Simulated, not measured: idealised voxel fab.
The process module that follows is named voxel wiring stack.
For reference, the cross-section in this document is cut, with width 210 nm and square cells of 5 nm.
Reading order for cross-sections: top band down to bottom band. Underlying form: a grid of square cells. Band size: one or more rows of cells.
In this notation a band is specified by the heights of its top and bottom, in that order and in nm, after which its materials appear from left to right, each paired with its width in nm. The word "full width" attached to a single material means that material fills the band from edge to edge; the word "blank" stands for empty space.
Zero point of the height axis is 0; under it, received wafer = one material. Lowest band: continues down indefinitely, "0..down".
Note: "30->40" means the width goes from the first number (top row of the band) to the second number (bottom row) in equal steps per row of cells.
Reading "all unchanged" for a step: not a cell of the cross-section changed in it.
Entry "Closed void list". Content: empty spaces with no open connection to the top, size 8 cells or greater. Each: width x height at distance. Distance: from left edge. Unit: nm.
Formally, on a step line, whatever follows the settings is a remark that the simulator itself makes on the step.
Each step line may optionally specify "overlay nm", which for a step with a mask gives the rightward distance between the mask's planned place and where it lay, a negative value indicating the leftward direction.
Each pair of cross-sections that follows straddles one process step: the one shows the state before the step, the other the state after it, down to the lowest band that changed and no further. The step in question, and its settings, are given under the pair. Note that a pair is not necessarily a continuation of the pair above it, since pairs can come from different runs of this module on the same starting wafer; it is a continuation only where its entry headed "Pre-process" says so.

PRE-PROCESS
    120..95: resist 30 nm, blank 15 nm, resist 45 nm, blank 15 nm, resist 45 nm, blank 15 nm, resist 45 nm
    95..85: aC full width
    85..70: lowk full width
    70..65: SiCN full width
    65..50: W full width
    50..45: SiN full width
    45..35: SiO2 30 nm, Ru 15 nm, SiO2 45 nm, Ru 15 nm, SiO2 45 nm, Ru 15 nm, SiO2 45 nm
    35..30: SiCN 30 nm, Ru 15 nm, SiCN 45 nm, Ru 15 nm, SiCN 45 nm, Ru 15 nm, SiCN 45 nm
    30..15: SiO2 30 nm, W 30 nm, SiO2 30 nm, W 30 nm, SiO2 30 nm, W 30 nm, SiO2 30 nm
    15..10: SiO2 30 nm, TiN 30 nm, SiO2 30 nm, TiN 30 nm, SiO2 30 nm, TiN 30 nm, SiO2 30 nm
    10..0: SiO2 full width
    0..down: Si full width
    Closed void list: none

POST-PROCESS VIEW
    110..95: resist 30 nm, blank 15 nm, resist 45 nm, blank 15 nm, resist 45 nm, blank 15 nm, resist 45 nm
    95..85: aC 30 nm, blank 15 nm, aC 45 nm, blank 15 nm, aC 45 nm, blank 15 nm, aC 45 nm
    Anything lower than 85 is untouched.
    Closed void list: none
Here is the step that sits between the two cross-sections above: DIRECTIONAL_ETCH,etch materials aC,depth nm 10

Pre-process: = after-state of the pair above.

POST-PROCESS VIEW
    95..85: aC 30 nm, blank 15 nm, aC 45 nm, blank 15 nm, aC 45 nm, blank 15 nm, aC 45 nm
    Anything lower than 85 is untouched.
    Closed void list: none
Here is the step that sits between the two cross-sections above: STRIP,etch materials resist

Pre-process: = after-state of the pair above.

POST-PROCESS VIEW
    95..85: aC 30 nm, blank 15 nm, aC 45 nm, blank 15 nm, aC 45 nm, blank 15 nm, aC 45 nm
    85..70: lowk 30 nm, blank 15 nm, lowk 45 nm, blank 15 nm, lowk 45 nm, blank 15 nm, lowk 45 nm
    Anything lower than 70 is untouched.
    Closed void list: none
Here is the step that sits between the two cross-sections above: DIRECTIONAL_ETCH,etch materials lowk,depth nm 15

Pre-process: = after-state of the pair above.

POST-PROCESS VIEW
    95..85: aC 30 nm, blank 15 nm, aC 45 nm, blank 15 nm, aC 45 nm, blank 15 nm, aC 45 nm
    85..70: lowk 30 nm, blank 15 nm, lowk 45 nm, blank 15 nm, lowk 45 nm, blank 15 nm, lowk 45 nm
    70..65: SiCN 30 nm, blank 15 nm, SiCN 45 nm, blank 15 nm, SiCN 45 nm, blank 15 nm, SiCN 45 nm
    Anything lower than 65 is untouched.
    Closed void list: none
Here is the step that sits between the two cross-sections above: DIRECTIONAL_ETCH,etch materials SiCN,depth nm 5

Pre-process: = after-state of the pair above.

POST-PROCESS VIEW
    85..70: lowk 30 nm, blank 15 nm, lowk 45 nm, blank 15 nm, lowk 45 nm, blank 15 nm, lowk 45 nm
    Anything lower than 70 is untouched.
    Closed void list: none
Here is the step that sits between the two cross-sections above: STRIP,etch materials aC

Pre-process: = after-state of the pair above.

POST-PROCESS VIEW
    85..75: lowk 30 nm, blank 15 nm, lowk 45 nm, blank 15 nm, lowk 45 nm, blank 15 nm, lowk 45 nm
    75..70: lowk 30 nm, Ru 15 nm, lowk 45 nm, Ru 15 nm, lowk 45 nm, Ru 15 nm, lowk 45 nm
    70..65: SiCN 30 nm, Ru 15 nm, SiCN 45 nm, Ru 15 nm, SiCN 45 nm, Ru 15 nm, SiCN 45 nm
    Anything lower than 65 is untouched.
    Closed void list: none
Here is the step that sits between the two cross-sections above: EPI,material Ru,thk nm 10

Pre-process: = after-state of the pair above.

POST-PROCESS VIEW
    85..70: lowk 30 nm, Ru 15 nm, lowk 45 nm, Ru 15 nm, lowk 45 nm, Ru 15 nm, lowk 45 nm
    Anything lower than 70 is untouched.
    Closed void list: none
Here is the step that sits between the two cross-sections above: EPI,material Ru,thk nm 10

Pre-process: = after-state of the pair above.

POST-PROCESS VIEW
    90..85: TiN full width
    Anything lower than 85 is untouched.
    Closed void list: none
Here is the step that sits between the two cross-sections above: DIRECTIONAL_DEP,material TiN,thk nm 5

Pre-process: = after-state of the pair above.

POST-PROCESS VIEW
    105..90: Ru full width
    Anything lower than 90 is untouched.
    Closed void list: none
Here is the step that sits between the two cross-sections above: DIRECTIONAL_DEP,material Ru,thk nm 15

Pre-process: = after-state of the pair above.

POST-PROCESS VIEW
    115..105: aC full width
    Anything lower than 105 is untouched.
    Closed void list: none
Here is the step that sits between the two cross-sections above: DIRECTIONAL_DEP,material aC,thk nm 10

Pre-process: = after-state of the pair above.

POST-PROCESS VIEW
    140..115: blank 30 nm, resist 30 nm, blank 30 nm, resist 30 nm, blank 30 nm, resist 30 nm, blank 30 nm
    Anything lower than 115 is untouched.
    Closed void list: none
Here is the step that sits between the two cross-sections above: PATTERN,tone cover,mask id METAL_3,material resist,width nm 30,pitch nm 60,thk nm 25,overlay nm 0

Pre-process: = after-state of the pair above.

POST-PROCESS VIEW
    130..115: blank 30 nm, resist 30 nm, blank 30 nm, resist 30 nm, blank 30 nm, resist 30 nm, blank 30 nm
    115..105: blank 30 nm, aC 30 nm, blank 30 nm, aC 30 nm, blank 30 nm, aC 30 nm, blank 30 nm
    Anything lower than 105 is untouched.
    Closed void list: none
Here is the step that sits between the two cross-sections above: DIRECTIONAL_ETCH,etch materials aC,depth nm 10

Pre-process: = after-state of the pair above.

POST-PROCESS VIEW
    115..105: blank 30 nm, aC 30 nm, blank 30 nm, aC 30 nm, blank 30 nm, aC 30 nm, blank 30 nm
    Anything lower than 105 is untouched.
    Closed void list: none
Here is the step that sits between the two cross-sections above: STRIP,etch materials resist

Pre-process: = after-state of the pair above.

POST-PROCESS VIEW
    115..105: blank 30 nm, aC 30 nm, blank 30 nm, aC 30 nm, blank 30 nm, aC 30 nm, blank 30 nm
    105..90: blank 30 nm, Ru 30 nm, blank 30 nm, Ru 30 nm, blank 30 nm, Ru 30 nm, blank 30 nm
    Anything lower than 90 is untouched.
    Closed void list: none
Here is the step that sits between the two cross-sections above: DIRECTIONAL_ETCH,etch materials Ru,depth nm 15

Pre-process: = after-state of the pair above.

POST-PROCESS VIEW
    115..105: blank 30 nm, aC 30 nm, blank 30 nm, aC 30 nm, blank 30 nm, aC 30 nm, blank 30 nm
    105..90: blank 30 nm, Ru 30 nm, blank 30 nm, Ru 30 nm, blank 30 nm, Ru 30 nm, blank 30 nm
    90..85: blank 30 nm, TiN 30 nm, blank 30 nm, TiN 30 nm, blank 30 nm, TiN 30 nm, blank 30 nm
    Anything lower than 85 is untouched.
    Closed void list: none
Here is the step that sits between the two cross-sections above: DIRECTIONAL_ETCH,etch materials TiN,depth nm 5

Pre-process: = after-state of the pair above.

POST-PROCESS VIEW
    105..90: blank 30 nm, Ru 30 nm, blank 30 nm, Ru 30 nm, blank 30 nm, Ru 30 nm, blank 30 nm
    Anything lower than 90 is untouched.
    Closed void list: none
Here is the step that sits between the two cross-sections above: STRIP,etch materials aC

Pre-process: = after-state of the pair above.

POST-PROCESS VIEW
    110..105: lowk full width
    105..90: lowk 30 nm, Ru 30 nm, lowk 30 nm, Ru 30 nm, lowk 30 nm, Ru 30 nm, lowk 30 nm
    90..85: lowk 30 nm, TiN 30 nm, lowk 30 nm, TiN 30 nm, lowk 30 nm, TiN 30 nm, lowk 30 nm
    Anything lower than 85 is untouched.
    Closed void list: none
Here is the step that sits between the two cross-sections above: FILL_DEP,material lowk,thk nm 5

Pre-process: = after-state of the pair above.

POST-PROCESS VIEW
    105..90: lowk 30 nm, Ru 30 nm, lowk 30 nm, Ru 30 nm, lowk 30 nm, Ru 30 nm, lowk 30 nm
    Anything lower than 90 is untouched.
    Closed void list: none
Here is the step that sits between the two cross-sections above: CMP,height nm 105

Pre-process: = after-state of the pair above.

POST-PROCESS VIEW
    110..105: SiCN full width
    Anything lower than 105 is untouched.
    Closed void list: none
Here is the step that sits between the two cross-sections above: CONFORMAL_DEP,material SiCN,thk nm 5

Pre-process: = after-state of the pair above.

POST-PROCESS VIEW
    130..110: SiO2 full width
    Anything lower than 110 is untouched.
    Closed void list: none
Here is the step that sits between the two cross-sections above: DIRECTIONAL_DEP,material SiO2,thk nm 20

Pre-process: = after-state of the pair above.

POST-PROCESS VIEW
    130..110: SiO2 30 nm, blank 15 nm, SiO2 105 nm, blank 15 nm, SiO2 45 nm
    Anything lower than 110 is untouched.
    Closed void list: none
Here is the step that sits between the two cross-sections above: MASKED_ETCH,tone open,mask id PLUG_3,width nm 15,pitch nm 120,etch materials SiO2,depth nm 20,overlay nm 0

Pre-process: = after-state of the pair above.

POST-PROCESS VIEW
    130..110: SiO2 30 nm, blank 15 nm, SiO2 105 nm, blank 15 nm, SiO2 45 nm
    110..105: SiCN 30 nm, blank 15 nm, SiCN 105 nm, blank 15 nm, SiCN 45 nm
    Anything lower than 105 is untouched.
    Closed void list: none
Here is the step that sits between the two cross-sections above: MASKED_ETCH,tone open,mask id PLUG_3,width nm 15,pitch nm 120,etch materials SiCN,depth nm 5,overlay nm 0

Pre-process: = after-state of the pair above.

POST-PROCESS VIEW
    135..130: TiN 35 nm, blank 5 nm, TiN 115 nm, blank 5 nm, TiN 50 nm
    130..110: SiO2 30 nm, TiN 5 nm, blank 5 nm, TiN 5 nm, SiO2 105 nm, TiN 5 nm, blank 5 nm, TiN 5 nm, SiO2 45 nm
    110..105: SiCN 30 nm, TiN 15 nm, SiCN 105 nm, TiN 15 nm, SiCN 45 nm
    Anything lower than 105 is untouched.
    Closed void list: none
Here is the step that sits between the two cross-sections above: CONFORMAL_DEP,material TiN,thk nm 5

Pre-process: = after-state of the pair above.

POST-PROCESS VIEW
    140..135: Cu full width
    135..130: TiN 35 nm, Cu 5 nm, TiN 115 nm, Cu 5 nm, TiN 50 nm
    130..110: SiO2 30 nm, TiN 5 nm, Cu 5 nm, TiN 5 nm, SiO2 105 nm, TiN 5 nm, Cu 5 nm, TiN 5 nm, SiO2 45 nm
    Anything lower than 110 is untouched.
    Closed void list: none
Here is the step that sits between the two cross-sections above: FILL_DEP,material Cu,thk nm 5

Pre-process: = after-state of the pair above.

POST-PROCESS VIEW
    130..110: SiO2 30 nm, TiN 5 nm, Cu 5 nm, TiN 5 nm, SiO2 105 nm, TiN 5 nm, Cu 5 nm, TiN 5 nm, SiO2 45 nm
    Anything lower than 110 is untouched.
    Closed void list: none
Here is the step that sits between the two cross-sections above: CMP,height nm 130

Pre-process: = after-state of the pair above.

POST-PROCESS VIEW
    135..130: TiN full width
    Anything lower than 130 is untouched.
    Closed void list: none
Here is the step that sits between the two cross-sections above: DIRECTIONAL_DEP,material TiN,thk nm 5

Pre-process: = after-state of the pair above.

POST-PROCESS VIEW
    150..135: W full width
    Anything lower than 135 is untouched.
    Closed void list: none
Here is the step that sits between the two cross-sections above: DIRECTIONAL_DEP,material W,thk nm 15

Pre-process: = after-state of the pair above.

POST-PROCESS VIEW
    165..150: blank 30 nm, resist 30 nm, blank 30 nm, resist 30 nm, blank 30 nm, resist 30 nm, blank 30 nm
    Anything lower than 150 is untouched.
    Closed void list: none
Here is the step that sits between the two cross-sections above: PATTERN,tone cover,mask id METAL_4,material resist,width nm 30,pitch nm 60,thk nm 15,overlay nm 0

Pre-process: = after-state of the pair above.

POST-PROCESS VIEW
    165..150: blank 30 nm, resist 30 nm, blank 30 nm, resist 30 nm, blank 30 nm, resist 30 nm, blank 30 nm
    150..135: blank 30 nm, W 30 nm, blank 30 nm, W 30 nm, blank 30 nm, W 30 nm, blank 30 nm
    Anything lower than 135 is untouched.
    Closed void list: none
Here is the step that sits between the two cross-sections above: DIRECTIONAL_ETCH,etch materials W,depth nm 15

Pre-process: = after-state of the pair above.

POST-PROCESS VIEW
    165..150: blank 30 nm, resist 30 nm, blank 30 nm, resist 30 nm, blank 30 nm, resist 30 nm, blank 30 nm
    150..135: blank 30 nm, W 30 nm, blank 30 nm, W 30 nm, blank 30 nm, W 30 nm, blank 30 nm
    135..130: blank 30 nm, TiN 30 nm, blank 30 nm, TiN 30 nm, blank 30 nm, TiN 30 nm, blank 30 nm
    Anything lower than 130 is untouched.
    Closed void list: none
Here is the step that sits between the two cross-sections above: DIRECTIONAL_ETCH,etch materials TiN,depth nm 5

Pre-process: = after-state of the pair above.

POST-PROCESS VIEW
    150..135: blank 30 nm, W 30 nm, blank 30 nm, W 30 nm, blank 30 nm, W 30 nm, blank 30 nm
    Anything lower than 135 is untouched.
    Closed void list: none
Here is the step that sits between the two cross-sections above: STRIP,etch materials resist

Pre-process: = after-state of the pair above.

POST-PROCESS VIEW
    160..150: lowk full width
    150..135: lowk 30 nm, W 30 nm, lowk 30 nm, W 30 nm, lowk 30 nm, W 30 nm, lowk 30 nm
    135..130: lowk 30 nm, TiN 30 nm, lowk 30 nm, TiN 30 nm, lowk 30 nm, TiN 30 nm, lowk 30 nm
    Anything lower than 130 is untouched.
    Closed void list: none
Here is the step that sits between the two cross-sections above: FILL_DEP,material lowk,thk nm 10

Pre-process: = after-state of the pair above.

POST-PROCESS VIEW
    150..135: lowk 30 nm, W 30 nm, lowk 30 nm, W 30 nm, lowk 30 nm, W 30 nm, lowk 30 nm
    Anything lower than 135 is untouched.
    Closed void list: none
Here is the step that sits between the two cross-sections above: CMP,height nm 150

Pre-process: = after-state of the pair above.

POST-PROCESS VIEW
    155..150: SiCN full width
    Anything lower than 150 is untouched.
    Closed void list: none
Here is the step that sits between the two cross-sections above: CONFORMAL_DEP,material SiCN,thk nm 5

PRE-PROCESS
    30..15: W full width
    15..10: TiN full width
    10..0: SiO2 full width
    0..down: Si full width
    Closed void list: none

POST-PROCESS VIEW
    45..30: resist 30 nm, blank 30 nm, resist 30 nm, blank 30 nm, resist 30 nm, blank 30 nm, resist 30 nm
    Anything lower than 30 is untouched.
    Closed void list: none
Here is the step that sits between the two cross-sections above: PATTERN,tone open,mask id METAL_1,material resist,width nm 30,pitch nm 60,thk nm 15,overlay nm 0

Pre-process: = after-state of the pair above.

POST-PROCESS VIEW
    45..30: resist 30 nm, blank 30 nm, resist 30 nm, blank 30 nm, resist 30 nm, blank 30 nm, resist 30 nm
    30..15: W 30 nm, blank 30 nm, W 30 nm, blank 30 nm, W 30 nm, blank 30 nm, W 30 nm
    Anything lower than 15 is untouched.
    Closed void list: none
Here is the step that sits between the two cross-sections above: DIRECTIONAL_ETCH,etch materials W,depth nm 15

Pre-process: = after-state of the pair above.

POST-PROCESS VIEW
    45..30: resist 30 nm, blank 30 nm, resist 30 nm, blank 30 nm, resist 30 nm, blank 30 nm, resist 30 nm
    30..15: W 30 nm, blank 30 nm, W 30 nm, blank 30 nm, W 30 nm, blank 30 nm, W 30 nm
    15..10: TiN 30 nm, blank 30 nm, TiN 30 nm, blank 30 nm, TiN 30 nm, blank 30 nm, TiN 30 nm
    Anything lower than 10 is untouched.
    Closed void list: none
Here is the step that sits between the two cross-sections above: DIRECTIONAL_ETCH,etch materials TiN,depth nm 5

Pre-process: = after-state of the pair above.

POST-PROCESS VIEW
    30..15: W 30 nm, blank 30 nm, W 30 nm, blank 30 nm, W 30 nm, blank 30 nm, W 30 nm
    Anything lower than 15 is untouched.
    Closed void list: none
Here is the step that sits between the two cross-sections above: STRIP,etch materials resist

Pre-process: = after-state of the pair above.

POST-PROCESS VIEW
    35..30: SiO2 full width
    30..15: W 30 nm, SiO2 30 nm, W 30 nm, SiO2 30 nm, W 30 nm, SiO2 30 nm, W 30 nm
    15..10: TiN 30 nm, SiO2 30 nm, TiN 30 nm, SiO2 30 nm, TiN 30 nm, SiO2 30 nm, TiN 30 nm
    Anything lower than 10 is untouched.
    Closed void list: none
Here is the step that sits between the two cross-sections above: FILL_DEP,material SiO2,thk nm 5

Pre-process: = after-state of the pair above.

POST-PROCESS VIEW
    30..15: W 30 nm, SiO2 30 nm, W 30 nm, SiO2 30 nm, W 30 nm, SiO2 30 nm, W 30 nm
    Anything lower than 15 is untouched.
    Closed void list: none
Here is the step that sits between the two cross-sections above: CMP,height nm 30

Pre-process: = after-state of the pair above.

POST-PROCESS VIEW
    35..30: SiCN full width
    Anything lower than 30 is untouched.
    Closed void list: none
Here is the step that sits between the two cross-sections above: CONFORMAL_DEP,material SiCN,thk nm 5

Pre-process: = after-state of the pair above.

POST-PROCESS VIEW
    45..35: SiO2 full width
    Anything lower than 35 is untouched.
    Closed void list: none
Here is the step that sits between the two cross-sections above: DIRECTIONAL_DEP,material SiO2,thk nm 10

Pre-process: = after-state of the pair above.

POST-PROCESS VIEW
    55..45: aC full width
    Anything lower than 45 is untouched.
    Closed void list: none
Here is the step that sits between the two cross-sections above: DIRECTIONAL_DEP,material aC,thk nm 10

Pre-process: = after-state of the pair above.

POST-PROCESS VIEW
    80..55: resist 30 nm, blank 15 nm, resist 45 nm, blank 15 nm, resist 45 nm, blank 15 nm, resist 45 nm
    Anything lower than 55 is untouched.
    Closed void list: none
Here is the step that sits between the two cross-sections above: PATTERN,tone open,mask id PLUG_1,material resist,width nm 15,pitch nm 60,thk nm 25,overlay nm 0

Pre-process: = after-state of the pair above.

POST-PROCESS VIEW
    70..55: resist 30 nm, blank 15 nm, resist 45 nm, blank 15 nm, resist 45 nm, blank 15 nm, resist 45 nm
    55..45: aC 30 nm, blank 15 nm, aC 45 nm, blank 15 nm, aC 45 nm, blank 15 nm, aC 45 nm
    Anything lower than 45 is untouched.
    Closed void list: none
Here is the step that sits between the two cross-sections above: DIRECTIONAL_ETCH,etch materials aC,depth nm 10

Pre-process: = after-state of the pair above.

POST-PROCESS VIEW
    55..45: aC 30 nm, blank 15 nm, aC 45 nm, blank 15 nm, aC 45 nm, blank 15 nm, aC 45 nm
    Anything lower than 45 is untouched.
    Closed void list: none
Here is the step that sits between the two cross-sections above: STRIP,etch materials resist

Pre-process: = after-state of the pair above.

POST-PROCESS VIEW
    55..45: aC 30 nm, blank 15 nm, aC 45 nm, blank 15 nm, aC 45 nm, blank 15 nm, aC 45 nm
    45..35: SiO2 30 nm, blank 15 nm, SiO2 45 nm, blank 15 nm, SiO2 45 nm, blank 15 nm, SiO2 45 nm
    Anything lower than 35 is untouched.
    Closed void list: none
Here is the step that sits between the two cross-sections above: DIRECTIONAL_ETCH,etch materials SiO2,depth nm 10

Pre-process: = after-state of the pair above.

POST-PROCESS VIEW
    55..45: aC 30 nm, blank 15 nm, aC 45 nm, blank 15 nm, aC 45 nm, blank 15 nm, aC 45 nm
    45..35: SiO2 30 nm, blank 15 nm, SiO2 45 nm, blank 15 nm, SiO2 45 nm, blank 15 nm, SiO2 45 nm
    35..30: SiCN 30 nm, blank 15 nm, SiCN 45 nm, blank 15 nm, SiCN 45 nm, blank 15 nm, SiCN 45 nm
    Anything lower than 30 is untouched.
    Closed void list: none
Here is the step that sits between the two cross-sections above: DIRECTIONAL_ETCH,etch materials SiCN,depth nm 5

Pre-process: = after-state of the pair above.

POST-PROCESS VIEW
    45..35: SiO2 30 nm, blank 15 nm, SiO2 45 nm, blank 15 nm, SiO2 45 nm, blank 15 nm, SiO2 45 nm
    Anything lower than 35 is untouched.
    Closed void list: none
Here is the step that sits between the two cross-sections above: STRIP,etch materials aC

Pre-process: = after-state of the pair above.

POST-PROCESS VIEW
    50..45: SiN 35 nm, blank 5 nm, SiN 55 nm, blank 5 nm, SiN 55 nm, blank 5 nm, SiN 50 nm
    45..35: SiO2 30 nm, SiN 5 nm, blank 5 nm, SiN 5 nm, SiO2 45 nm, SiN 5 nm, blank 5 nm, SiN 5 nm, SiO2 45 nm, SiN 5 nm, blank 5 nm, SiN 5 nm, SiO2 45 nm
    35..30: SiCN 30 nm, SiN 15 nm, SiCN 45 nm, SiN 15 nm, SiCN 45 nm, SiN 15 nm, SiCN 45 nm
    Anything lower than 30 is untouched.
    Closed void list: none
Here is the step that sits between the two cross-sections above: CONFORMAL_DEP,material SiN,thk nm 5

Pre-process: = after-state of the pair above.

POST-PROCESS VIEW
    65..50: SiO2 35 nm, blank 5 nm, SiO2 55 nm, blank 5 nm, SiO2 55 nm, blank 5 nm, SiO2 50 nm
    50..45: SiN 35 nm, SiO2 5 nm, SiN 55 nm, SiO2 5 nm, SiN 55 nm, SiO2 5 nm, SiN 50 nm
    45..35: SiO2 30 nm, SiN 5 nm, SiO2 5 nm, SiN 5 nm, SiO2 45 nm, SiN 5 nm, SiO2 5 nm, SiN 5 nm, SiO2 45 nm, SiN 5 nm, SiO2 5 nm, SiN 5 nm, SiO2 45 nm
    Anything lower than 35 is untouched.
    Closed void list: none
Here is the step that sits between the two cross-sections above: DIRECTIONAL_DEP,material SiO2,thk nm 15

Pre-process: = after-state of the pair above.

POST-PROCESS VIEW
    80..65: aC 35 nm, blank 5 nm, aC 55 nm, blank 5 nm, aC 55 nm, blank 5 nm, aC 50 nm
    65..50: SiO2 35 nm, aC 5 nm, SiO2 55 nm, aC 5 nm, SiO2 55 nm, aC 5 nm, SiO2 50 nm
    Anything lower than 50 is untouched.
    Closed void list: none
Here is the step that sits between the two cross-sections above: DIRECTIONAL_DEP,material aC,thk nm 15

Pre-process: = after-state of the pair above.

POST-PROCESS VIEW
    110..80: resist 30 nm, blank 30 nm, resist 30 nm, blank 30 nm, resist 30 nm, blank 30 nm, resist 30 nm
    Anything lower than 80 is untouched.
    Closed void list: none
Here is the step that sits between the two cross-sections above: PATTERN,tone open,mask id METAL_2,material resist,width nm 30,pitch nm 60,thk nm 30,overlay nm 0

Pre-process: = after-state of the pair above.

POST-PROCESS VIEW
    95..80: resist 30 nm, blank 30 nm, resist 30 nm, blank 30 nm, resist 30 nm, blank 30 nm, resist 30 nm
    80..65: aC 30 nm, blank 30 nm, aC 30 nm, blank 30 nm, aC 30 nm, blank 30 nm, aC 30 nm
    65..50: SiO2 35 nm, blank 5 nm, SiO2 55 nm, blank 5 nm, SiO2 55 nm, blank 5 nm, SiO2 50 nm
    Anything lower than 50 is untouched.
    Closed void list: none
Here is the step that sits between the two cross-sections above: DIRECTIONAL_ETCH,etch materials aC,depth nm 15

Pre-process: = after-state of the pair above.

POST-PROCESS VIEW
    80..65: aC 30 nm, blank 30 nm, aC 30 nm, blank 30 nm, aC 30 nm, blank 30 nm, aC 30 nm
    Anything lower than 65 is untouched.
    Closed void list: none
Here is the step that sits between the two cross-sections above: STRIP,etch materials resist

Pre-process: = after-state of the pair above.

POST-PROCESS VIEW
    80..65: aC 30 nm, blank 30 nm, aC 30 nm, blank 30 nm, aC 30 nm, blank 30 nm, aC 30 nm
    65..50: SiO2 30 nm, blank 30 nm, SiO2 30 nm, blank 30 nm, SiO2 30 nm, blank 30 nm, SiO2 30 nm
    50..45: SiN 35 nm, blank 5 nm, SiN 55 nm, blank 5 nm, SiN 55 nm, blank 5 nm, SiN 50 nm
    45..35: SiO2 30 nm, SiN 5 nm, blank 5 nm, SiN 5 nm, SiO2 45 nm, SiN 5 nm, blank 5 nm, SiN 5 nm, SiO2 45 nm, SiN 5 nm, blank 5 nm, SiN 5 nm, SiO2 45 nm
    Anything lower than 35 is untouched.
    Closed void list: none
Here is the step that sits between the two cross-sections above: DIRECTIONAL_ETCH,etch materials SiO2,depth nm 15

Pre-process: = after-state of the pair above.

POST-PROCESS VIEW
    80..65: aC 30 nm, blank 30 nm, aC 30 nm, blank 30 nm, aC 30 nm, blank 30 nm, aC 30 nm
    65..50: SiO2 30 nm, blank 30 nm, SiO2 30 nm, blank 30 nm, SiO2 30 nm, blank 30 nm, SiO2 30 nm
    50..45: SiN 30 nm, blank 30 nm, SiN 30 nm, blank 30 nm, SiN 30 nm, blank 30 nm, SiN 30 nm
    45..35: SiO2 30 nm, SiN 5 nm, blank 5 nm, SiN 5 nm, SiO2 45 nm, SiN 5 nm, blank 5 nm, SiN 5 nm, SiO2 45 nm, SiN 5 nm, blank 5 nm, SiN 5 nm, SiO2 45 nm
    35..30: SiCN 30 nm, SiN 5 nm, blank 5 nm, SiN 5 nm, SiCN 45 nm, SiN 5 nm, blank 5 nm, SiN 5 nm, SiCN 45 nm, SiN 5 nm, blank 5 nm, SiN 5 nm, SiCN 45 nm
    Anything lower than 30 is untouched.
    Closed void list: none
Here is the step that sits between the two cross-sections above: DIRECTIONAL_ETCH,etch materials SiN,depth nm 5

Pre-process: = after-state of the pair above.

POST-PROCESS VIEW
    65..50: SiO2 30 nm, blank 30 nm, SiO2 30 nm, blank 30 nm, SiO2 30 nm, blank 30 nm, SiO2 30 nm
    Anything lower than 50 is untouched.
    Closed void list: none
Here is the step that sits between the two cross-sections above: STRIP,etch materials aC

Pre-process: = after-state of the pair above.

POST-PROCESS VIEW
    70..65: TiN 35 nm, blank 20 nm, TiN 40 nm, blank 20 nm, TiN 40 nm, blank 20 nm, TiN 35 nm
    65..50: SiO2 30 nm, TiN 5 nm, blank 20 nm, TiN 5 nm, SiO2 30 nm, TiN 5 nm, blank 20 nm, TiN 5 nm, SiO2 30 nm, TiN 5 nm, blank 20 nm, TiN 5 nm, SiO2 30 nm
    50..45: SiN 30 nm, TiN 30 nm, SiN 30 nm, TiN 30 nm, SiN 30 nm, TiN 30 nm, SiN 30 nm
    45..35: SiO2 30 nm, SiN 5 nm, TiN 5 nm, SiN 5 nm, SiO2 45 nm, SiN 5 nm, TiN 5 nm, SiN 5 nm, SiO2 45 nm, SiN 5 nm, TiN 5 nm, SiN 5 nm, SiO2 45 nm
    35..30: SiCN 30 nm, SiN 5 nm, TiN 5 nm, SiN 5 nm, SiCN 45 nm, SiN 5 nm, TiN 5 nm, SiN 5 nm, SiCN 45 nm, SiN 5 nm, TiN 5 nm, SiN 5 nm, SiCN 45 nm
    Anything lower than 30 is untouched.
    Closed void list: none
Here is the step that sits between the two cross-sections above: CONFORMAL_DEP,material TiN,thk nm 5

Pre-process: = after-state of the pair above.

POST-PROCESS VIEW
    80..70: W full width
    70..65: TiN 35 nm, W 20 nm, TiN 40 nm, W 20 nm, TiN 40 nm, W 20 nm, TiN 35 nm
    65..50: SiO2 30 nm, TiN 5 nm, W 20 nm, TiN 5 nm, SiO2 30 nm, TiN 5 nm, W 20 nm, TiN 5 nm, SiO2 30 nm, TiN 5 nm, W 20 nm, TiN 5 nm, SiO2 30 nm
    Anything lower than 50 is untouched.
    Closed void list: none
Here is the step that sits between the two cross-sections above: FILL_DEP,material W,thk nm 10

Pre-process: = after-state of the pair above.

POST-PROCESS VIEW
    65..50: SiO2 30 nm, TiN 5 nm, W 20 nm, TiN 5 nm, SiO2 30 nm, TiN 5 nm, W 20 nm, TiN 5 nm, SiO2 30 nm, TiN 5 nm, W 20 nm, TiN 5 nm, SiO2 30 nm
    Anything lower than 50 is untouched.
    Closed void list: none
Here is the step that sits between the two cross-sections above: CMP,height nm 65

Pre-process: = after-state of the pair above.

POST-PROCESS VIEW
    70..65: SiCN full width
    Anything lower than 65 is untouched.
    Closed void list: none
Here is the step that sits between the two cross-sections above: CONFORMAL_DEP,material SiCN,thk nm 5

Pre-process: = after-state of the pair above.

POST-PROCESS VIEW
    85..70: lowk full width
    Anything lower than 70 is untouched.
    Closed void list: none
Here is the step that sits between the two cross-sections above: DIRECTIONAL_DEP,material lowk,thk nm 15

Pre-process: = after-state of the pair above.

POST-PROCESS VIEW
    95..85: aC full width
    Anything lower than 85 is untouched.
    Closed void list: none
Here is the step that sits between the two cross-sections above: DIRECTIONAL_DEP,material aC,thk nm 10

Pre-process: = after-state of the pair above.

POST-PROCESS VIEW
    120..95: resist 30 nm, blank 15 nm, resist 45 nm, blank 15 nm, resist 45 nm, blank 15 nm, resist 45 nm
    Anything lower than 95 is untouched.
    Closed void list: none
Here is the step that sits between the two cross-sections above: PATTERN,tone open,mask id PLUG_2,material resist,width nm 15,pitch nm 60,thk nm 25,overlay nm 0

Pre-process: = after-state of the pair above.

POST-PROCESS VIEW
    110..95: resist 30 nm, blank 15 nm, resist 45 nm, blank 15 nm, resist 45 nm, blank 15 nm, resist 45 nm
    95..85: aC 30 nm, blank 15 nm, aC 45 nm, blank 15 nm, aC 45 nm, blank 15 nm, aC 45 nm
    Anything lower than 85 is untouched.
    Closed void list: none
Here is the step that sits between the two cross-sections above: DIRECTIONAL_ETCH,etch materials aC,depth nm 10

Pre-process: = after-state of the pair above.

POST-PROCESS VIEW
    95..85: aC 30 nm, blank 15 nm, aC 45 nm, blank 15 nm, aC 45 nm, blank 15 nm, aC 45 nm
    Anything lower than 85 is untouched.
    Closed void list: none
Here is the step that sits between the two cross-sections above: STRIP,etch materials resist

Pre-process: = after-state of the pair above.

POST-PROCESS VIEW
    95..85: aC 30 nm, blank 15 nm, aC 45 nm, blank 15 nm, aC 45 nm, blank 15 nm, aC 45 nm
    85..70: lowk 30 nm, blank 15 nm, lowk 45 nm, blank 15 nm, lowk 45 nm, blank 15 nm, lowk 45 nm
    Anything lower than 70 is untouched.
    Closed void list: none
Here is the step that sits between the two cross-sections above: DIRECTIONAL_ETCH,etch materials lowk,depth nm 15
